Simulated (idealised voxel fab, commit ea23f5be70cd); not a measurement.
Process module in this document: voxel trench capacitor
Square cell edge 5 nm, section width 160 nm, ID cut.
A cross-section is written here as square cells arranged in a grid, and it is given in bands from the top down, each band taking up one or more rows of cells. Band entry format. Leading values: height of top, height of bottom, nm. Remainder: materials in left-to-right order, each with its width in nm. Special words: "all across" on a single material, which then fills the band edge to edge; "blank", empty space. Measure heights from 0. That's the level where, below it, the as-received wafer is all one material. The lowest band is bottomless and extends downward; write it as in "0 nm and below". You'd read "30 to 40" like this: the band's top row of cells is as wide as the first number, its bottom row is as wide as the second, and going down, every row changes width by the same amount as the row before did. What does "nothing was modified" mean for a step? It means no cell of the cross-section changed in that step. The entry titled "Closed-off voids" provides the empty spaces that have no open way to the top, restricted to those of 8 cells or more. Each is presented as width x height at distance, the distance being measured from the left edge, with all three in nm. On a step's line, text after the settings is the simulator commenting on that step. The setting "overlay nm" may be written on the line of a step. When the step uses a mask, the value reports how far to the right of the planned place the mask lay, and a negative value reports that it lay to the left.

# So here's the lineup of process steps we planned
1 RECEIVE with material Si
2 CONFORMAL_DEP with material SiN, thk nm 5
3 DIRECTIONAL_DEP with material aC, thk nm 15
4 PATTERN with tone open, mask id TRENCH, material resist, width nm 15, pitch nm 35, thk nm 30, overlay nm 0
5 DIRECTIONAL_ETCH with etch materials aC, depth nm 15
6 STRIP with etch materials resist
7 DIRECTIONAL_ETCH with etch materials SiN, depth nm 5
8 DIRECTIONAL_ETCH with etch materials Si, depth nm 25
9 STRIP with etch materials aC
10 CONFORMAL_DEP with material Al2O3, thk nm 5
11 FILL_DEP with material polySi, thk nm 5
12 CMP with height nm 5

# So this is the incoming wafer in cross-section - it's already been through step 1
	0 nm and below = Si all across
	Closed-off voids: none

# What the wafer looks like in cross-section after this module, when it starts as shown above and follows the plan above but one mistake is made in running it
	5 nm to 0 nm = 50 polySi  5 Al2O3  15 SiN  5 Al2O3  10 polySi  5 Al2O3  15 SiN  5 Al2O3  50 polySi
	0 nm to -20 nm = 50 polySi  5 Al2O3  15 Si  5 Al2O3  10 polySi  5 Al2O3  15 Si  5 Al2O3  50 polySi
	-20 nm to -25 nm = 55 Al2O3  15 Si  20 Al2O3  15 Si  55 Al2O3
	-25 nm and below = Si all across
	Closed-off voids: none
It is concluded that the wafer was processed incorrectly with respect to the plan, in that contrary to plan, step 4 was performed as PATTERN with tone cover, mask id TRENCH, material resist, width nm 15, pitch nm 35, thk nm 30, overlay nm 0
